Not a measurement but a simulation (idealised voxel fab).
The name of this process module is voxel trench capacitor.
Cross-sectional view cut (width: 160 nm; square cell size: 5 nm).
In what follows, cross-sections appear as grids of square cells, described through bands that run from the top down, where every band is one or more rows of cells.
Each band's line starts with the height of the band's top and of its bottom, in nm. Then come its materials from left to right, each with its width in nm. One material with "everywhere" fills the band from edge to edge. "blank" is empty space.
Convention: height 0 is the level below which the wafer, as received, is all one material. The lowest band does not terminate at the bottom but continues downward, represented as "top 0, no bottom".
Think of "30..40" as a width that walks from the first number to the second as you go down the band, top row to bottom row, taking equal-sized steps from row to row.
Reading "nothing altered" for a step: not a cell of the cross-section changed in it.
This entry, "Closed void roster", enumerates those empty regions of no fewer than 8 cells that possess no open connection to the top. Each region is reported in the form width x height at distance, the distance being taken from the left edge, with all three quantities expressed in nm.
Whatever follows a step's settings on its line is a remark the simulator itself makes about that step.
The "overlay nm" setting may appear on a step's line; for a step that uses a mask, it gives how far to the right of its planned position the mask lay, and a negative value indicates the left.

Steps planned for the process:
1 RECEIVE with material Si
2 CONFORMAL_DEP with material SiN, thk nm 10
3 MASKED_ETCH with tone open, mask id TRENCH, width nm 20, pitch nm 35, etch materials SiN, depth nm 10, overlay nm 0
4 MASKED_ETCH with tone open, mask id TRENCH, width nm 20, pitch nm 35, etch materials Si, depth nm 35, overlay nm -15
5 CONFORMAL_DEP with material SiO2, thk nm 5
6 FILL_DEP with material polySi, thk nm 10
7 CMP with height nm 10
Wafer-to-wafer difference: overlay nm, step 4. Common start. Plan = first wafer's value.

First wafer of several, as received: cross-section after step 1:
> top 0, no bottom  Si everywhere
> Closed void roster: none

Cross-sectional representation of the first of several wafers at the end of the module, i.e. after its terminal step, step 7:
> top 10, bottom 5  35 of SiN | 5 of SiO2 | 10 of polySi | 5 of SiO2 | 15 of SiN | 5 of SiO2 | 10 of polySi | 5 of SiO2 | 15 of SiN | 5 of SiO2 | 10 of polySi | 5 of SiO2 | 35 of SiN
> top 5, bottom 0  35 of SiN | 20 of SiO2 | 15 of SiN | 20 of SiO2 | 15 of SiN | 20 of SiO2 | 35 of SiN
> top 0, bottom -35  35 of Si | 5 of SiO2 | 30 of Si | 5 of SiO2 | 30 of Si | 5 of SiO2 | 50 of Si
> top -35, no bottom  Si everywhere
> Closed void roster: none

X-section, last wafer, module end:
> top 10, bottom 5  35 of SiN | 5 of SiO2 | 10 of polySi | 5 of SiO2 | 15 of SiN | 5 of SiO2 | 10 of polySi | 5 of SiO2 | 15 of SiN | 5 of SiO2 | 10 of polySi | 5 of SiO2 | 35 of SiN
> top 5, bottom 0  35 of SiN | 20 of SiO2 | 15 of SiN | 20 of SiO2 | 15 of SiN | 20 of SiO2 | 35 of SiN
> top 0, bottom -35  50 of Si | 5 of SiO2 | 30 of Si | 5 of SiO2 | 30 of Si | 5 of SiO2 | 35 of Si
> top -35, no bottom  Si everywhere
> Closed void roster: none

The table below has one row for each wafer; a row shows, as of the end of the module, how many cells of each material the wafer has gained, marked (+), or lost, marked (-), since it was received, and then the wafer's closed voids:
overlay nm -15 | -21 Si | +40 SiN | +39 SiO2 | +6 polySi | Closed void roster: none
overlay nm -10 | -42 Si | +40 SiN | +60 SiO2 | +6 polySi | Closed void roster: none
overlay nm -5 | -63 Si | +40 SiN | +60 SiO2 | +27 polySi | Closed void roster: none
overlay nm 0 | -84 Si | +40 SiN | +60 SiO2 | +48 polySi | Closed void roster: none
overlay nm 5 | -63 Si | +40 SiN | +60 SiO2 | +27 polySi | Closed void roster: none
overlay nm 10 | -42 Si | +40 SiN | +60 SiO2 | +6 polySi | Closed void roster: none
overlay nm 15 | -21 Si | +40 SiN | +39 SiO2 | +6 polySi | Closed void roster: none
